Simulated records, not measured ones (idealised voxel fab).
process module | voxel ribs on slabs
cross-section cut | 140 nm wide | cells 5 nm
A cross-section is a grid of square cells, given in bands from the top down. A band is one or more rows of cells.
Each band's line starts with the height of the band's top and of its bottom, in nm. Then come its materials from left to right, each with its width in nm. One material with "throughout" fills the band from edge to edge. "air" is empty space.
Height 0 is the level under which the wafer as received is all one material. The lowest band goes on downwards, as in "0 down".
A width such as "30 to 40" changes by the same amount from each row of cells to the next, from the band's top row to its bottom row.
"no change" after a step means that no cell of the cross-section changed.
closed voids: empty space of 8 cells or more with no open way to the top, each as width x height at its distance from the left edge, in nm
after a step's settings: what the simulator itself notes on the step
overlay nm, on a step with a mask: how far to the right of its planned place the mask lay; to the left if negative
plan
1 op RECEIVE | material Si
2 op DIRECTIONAL_DEP | material SiO2 | thk nm 20
3 op DIRECTIONAL_DEP | material polySi | thk nm 15
4 op MASKED_ETCH | tone cover | mask id RIB | width nm 15 | etch materials polySi | depth nm 10 | overlay nm 0
5 op MASKED_ETCH | tone cover | mask id SLAB | width nm 45 | etch materials polySi | depth nm 5 | overlay nm 0
6 op FILL_DEP | material SiO2 | thk nm 20
7 op CMP | height nm 50
8 op DIRECTIONAL_DEP | material W | thk nm 5
9 op DIRECTIONAL_DEP | material aC | thk nm 10
10 op PATTERN | tone cover | mask id HEATER | material resist | width nm 25 | thk nm 30 | overlay nm -15
11 op DIRECTIONAL_ETCH | etch materials aC | depth nm 10
12 op STRIP | etch materials resist
13 op DIRECTIONAL_ETCH | etch materials W | depth nm 5
14 op STRIP | etch materials aC
15 op CONFORMAL_DEP | material SiN | thk nm 5
varied across the wafers: overlay nm of step 10. The plan shows the first wafer's value. All wafers start alike
first wafer as received, after step 1
  0 down: Si throughout
  closed voids: none
first wafer at the end, after step 15
  60 to 55: air 35 | SiN 35 | air 70
  55 to 50: SiN 40 | W 25 | SiN 75
  50 to 35: SiO2 throughout
  35 to 25: SiO2 60 | polySi 15 | SiO2 65
  25 to 20: SiO2 45 | polySi 45 | SiO2 50
  20 to 0: SiO2 throughout
  0 down: Si throughout
  closed voids: none
last wafer at the end
  60 to 55: air 65 | SiN 35 | air 40
  55 to 50: SiN 70 | W 25 | SiN 45
  50 to 35: SiO2 throughout
  35 to 25: SiO2 60 | polySi 15 | SiO2 65
  25 to 20: SiO2 45 | polySi 45 | SiO2 50
  20 to 0: SiO2 throughout
  0 down: Si throughout
  closed voids: none
each wafer at the end: cells of each material gained (+) or lost (-) since it was received, then its closed voids
overlay nm -15 | +30 SiN | +265 SiO2 | +5 W | +15 polySi | closed voids: none
overlay nm -10 | +30 SiN | +265 SiO2 | +5 W | +15 polySi | closed voids: none
overlay nm -5 | +30 SiN | +265 SiO2 | +5 W | +15 polySi | closed voids: none
overlay nm 0 | +30 SiN | +265 SiO2 | +5 W | +15 polySi | closed voids: none
overlay nm 5 | +30 SiN | +265 SiO2 | +5 W | +15 polySi | closed voids: none
overlay nm 10 | +30 SiN | +265 SiO2 | +5 W | +15 polySi | closed voids: none
overlay nm 15 | +30 SiN | +265 SiO2 | +5 W | +15 polySi | closed voids: none
